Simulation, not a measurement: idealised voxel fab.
process module | voxel ribs on slabs
cross-section cut | 215 nm wide | cells 5 nm
A cross-section is a grid of square cells, given in bands from the top down. A band is one or more rows of cells.
Each band's line starts with the height of the band's top and of its bottom, in nm. Then come its materials from left to right, each with its width in nm. One material with "throughout" fills the band from edge to edge. "air" is empty space.
Height 0 is the level under which the wafer as received is all one material. The lowest band goes on downwards, as in "0 down".
A width such as "30 to 40" changes by the same amount from each row of cells to the next, from the band's top row to its bottom row.
"no change" after a step means that no cell of the cross-section changed.
closed voids: empty space of 8 cells or more with no open way to the top, each as width x height at its distance from the left edge, in nm
after a step's settings: what the simulator itself notes on the step
overlay nm, on a step with a mask: how far to the right of its planned place the mask lay; to the left if negative
plan
1 op RECEIVE | material Si
2 op DIRECTIONAL_DEP | material SiO2 | thk nm 25
3 op DIRECTIONAL_DEP | material SiN | thk nm 25
4 op MASKED_ETCH | tone cover | mask id RIB | width nm 30 | etch materials SiN | depth nm 15 | overlay nm 0
5 op DIRECTIONAL_DEP | material aC | thk nm 15
6 op PATTERN | tone cover | mask id SLAB | material resist | width nm 60 | thk nm 35 | overlay nm 0
7 op DIRECTIONAL_ETCH | etch materials aC | depth nm 15
8 op STRIP | etch materials resist
9 op DIRECTIONAL_ETCH | etch materials SiN | depth nm 10
10 op STRIP | etch materials aC
11 op FILL_DEP | material SiO2 | thk nm 25
12 op CMP | height nm 70
13 op DIRECTIONAL_DEP | material W | thk nm 10
14 op PATTERN | tone cover | mask id HEATER | material resist | width nm 40 | thk nm 20 | overlay nm 0
15 op DIRECTIONAL_ETCH | etch materials W | depth nm 10
16 op STRIP | etch materials resist
17 op CONFORMAL_DEP | material SiO2 | thk nm 5
as received, after step 1
  0 down: Si throughout
  closed voids: none
first wafer at the end, as planned
  85 to 80: air 80 | SiO2 50 | air 85
  80 to 75: air 80 | SiO2 5 | W 40 | SiO2 5 | air 85
  75 to 70: SiO2 85 | W 40 | SiO2 90
  70 to 50: SiO2 throughout
  50 to 35: SiO2 90 | SiN 30 | SiO2 95
  35 to 25: SiO2 75 | SiN 60 | SiO2 80
  25 to 0: SiO2 throughout
  0 down: Si throughout
  closed voids: none
second wafer at the end: like start, like plan, one mistake
  85 to 80: air 80 | SiO2 50 | air 85
  80 to 75: air 80 | SiO2 5 | W 40 | SiO2 5 | air 85
  75 to 70: SiO2 85 | W 40 | SiO2 90
  70 to 50: SiO2 throughout
  50 to 35: SiO2 95 | SiN 20 | SiO2 100
  35 to 25: SiO2 75 | SiN 60 | SiO2 80
  25 to 0: SiO2 throughout
  0 down: Si throughout
  closed voids: none
what went wrong: step 4 ran as: op MASKED_ETCH | tone cover | mask id RIB | width nm 20 | etch materials SiN | depth nm 15 | overlay nm 0
at the end the second wafer has, in cells: 6 fewer of SiN | 6 more of SiO2
